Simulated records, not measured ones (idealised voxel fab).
Process module, titled voxel capacitor over wiring
Cross-section cut spans 155 nm and uses square cells 5 nm in size.
Cross-section layout: square cells on a grid; listed as bands, top to bottom; a band spans one or more cell rows. This entry defines a band. It first specifies the height of the band's top and the height of its bottom in nm, and then specifies the band's materials from left to right, stating each material with its width in nm. The word "full width" identifies a single material that fills the band from edge to edge, while the word "air" identifies empty space. All heights in this document are referenced to 0, defined as the level beneath which the wafer, as received, consists entirely of one material. The lowest band is not bounded below; it extends indefinitely downward and is written in the form "0 -> down". With a width like "30 to 40", each row of cells in the band differs from the next by the same amount, the top row carrying the first number and the bottom row the second. For the purposes of this document, the phrase "stayed the same" attached to a step denotes that no cell within the cross-section was modified by that step. This entry, "Closed void register", enumerates those empty regions of no fewer than 8 cells that possess no open connection to the top. Each region is reported in the form width x height at distance, the distance being taken from the left edge, with all three quantities expressed in nm. Anything after a step's settings on that line? It's the simulator's own note about the step. If you see "overlay nm" on a step's line and that step has a mask, it's telling you how far right of where it was planned the mask ended up; a negative number means it went left instead.

THE FOLLOWING LIST GIVES THE PLANNED PROCESS STEPS
1,RECEIVE (material Si)
2,CONFORMAL_DEP (material SiO2; thk nm 15)
3,CONFORMAL_DEP (material SiCN; thk nm 5)
4,DIRECTIONAL_DEP (material lowk; thk nm 25)
5,DIRECTIONAL_DEP (material aC; thk nm 10)
6,PATTERN (tone open; mask id METAL_1; material resist; width nm 20; pitch nm 85; thk nm 30; overlay nm -10)
7,DIRECTIONAL_ETCH (etch materials aC; depth nm 10)
8,STRIP (etch materials resist)
9,DIRECTIONAL_ETCH (etch materials lowk; depth nm 25)
10,DIRECTIONAL_ETCH (etch materials SiCN; depth nm 5)
11,STRIP (etch materials aC)
12,CONFORMAL_DEP (material TiN; thk nm 5)
13,FILL_DEP (material Cu; thk nm 5)
14,CMP (height nm 45)
15,CONFORMAL_DEP (material SiCN; thk nm 5)
16,DIRECTIONAL_DEP (material lowk; thk nm 15)
17,DIRECTIONAL_DEP (material aC; thk nm 10)
18,PATTERN (tone open; mask id PLUG_1; material resist; width nm 15; thk nm 25; overlay nm 0)
19,DIRECTIONAL_ETCH (etch materials aC; depth nm 10)
20,STRIP (etch materials resist)
21,DIRECTIONAL_ETCH (etch materials lowk; depth nm 15)
22,DIRECTIONAL_ETCH (etch materials SiCN; depth nm 5)
23,STRIP (etch materials aC)
24,EPI (material Ru; thk nm 10)
25,EPI (material Ru; thk nm 10)
26,DIRECTIONAL_DEP (material TiN; thk nm 5)
27,DIRECTIONAL_DEP (material HfO2; thk nm 5)
28,DIRECTIONAL_DEP (material TiN; thk nm 10)
29,MASKED_ETCH (tone cover; mask id UPPER_PLATE; width nm 70; etch materials TiN; depth nm 10; overlay nm 0)
30,MASKED_ETCH (tone cover; mask id UPPER_PLATE; width nm 70; etch materials HfO2; depth nm 5; overlay nm 0)
31,PATTERN (tone cover; mask id LOWER_PLATE; material resist; width nm 80; thk nm 15; overlay nm 0)
32,DIRECTIONAL_ETCH (etch materials TiN; depth nm 5)
33,STRIP (etch materials resist)
34,FILL_DEP (material SiO2; thk nm 15)
35,CMP (height nm 95)
36,DIRECTIONAL_DEP (material aC; thk nm 10)
37,PATTERN (tone open; mask id PLUG_2; material resist; width nm 15; thk nm 30; overlay nm 0)
38,DIRECTIONAL_ETCH (etch materials aC; depth nm 10)
39,STRIP (etch materials resist)
40,DIRECTIONAL_ETCH (etch materials SiO2; depth nm 10)
41,STRIP (etch materials aC)
42,CONFORMAL_DEP (material TiN; thk nm 5)
43,FILL_DEP (material W; thk nm 10)
44,CMP (height nm 95)
45,CONFORMAL_DEP (material SiCN; thk nm 5)
The wafers in this document start out alike and differ in the overlay nm applied at step 6; the plan shows the value used for the first wafer.

FIRST OF SEVERAL WAFERS (AS RECEIVED, POST STEP 1), CROSS-SECTIONAL VIEW
- 0 -> down = Si full width
- Closed void register: none

GAINED (+) OR LOST (-) CELLS OF EACH MATERIAL SINCE RECEIPT, THEN CLOSED VOIDS: ONE ROW PER WAFER, AT THE END OF THE MODULE
overlay nm -10, +20 Cu, +14 HfO2, +12 Ru, +82 SiCN, +215 SiO2, +77 TiN, +1 W, +199 lowk, Closed void register: none
overlay nm -5, +20 Cu, +14 HfO2, +12 Ru, +82 SiCN, +215 SiO2, +77 TiN, +1 W, +199 lowk, Closed void register: none
overlay nm 0, +20 Cu, +14 HfO2, +12 Ru, +82 SiCN, +215 SiO2, +77 TiN, +1 W, +199 lowk, Closed void register: none
overlay nm 5, +20 Cu, +14 HfO2, +12 Ru, +82 SiCN, +215 SiO2, +77 TiN, +1 W, +199 lowk, Closed void register: none
overlay nm 10, +20 Cu, +14 HfO2, +12 Ru, +82 SiCN, +215 SiO2, +77 TiN, +1 W, +199 lowk, Closed void register: none
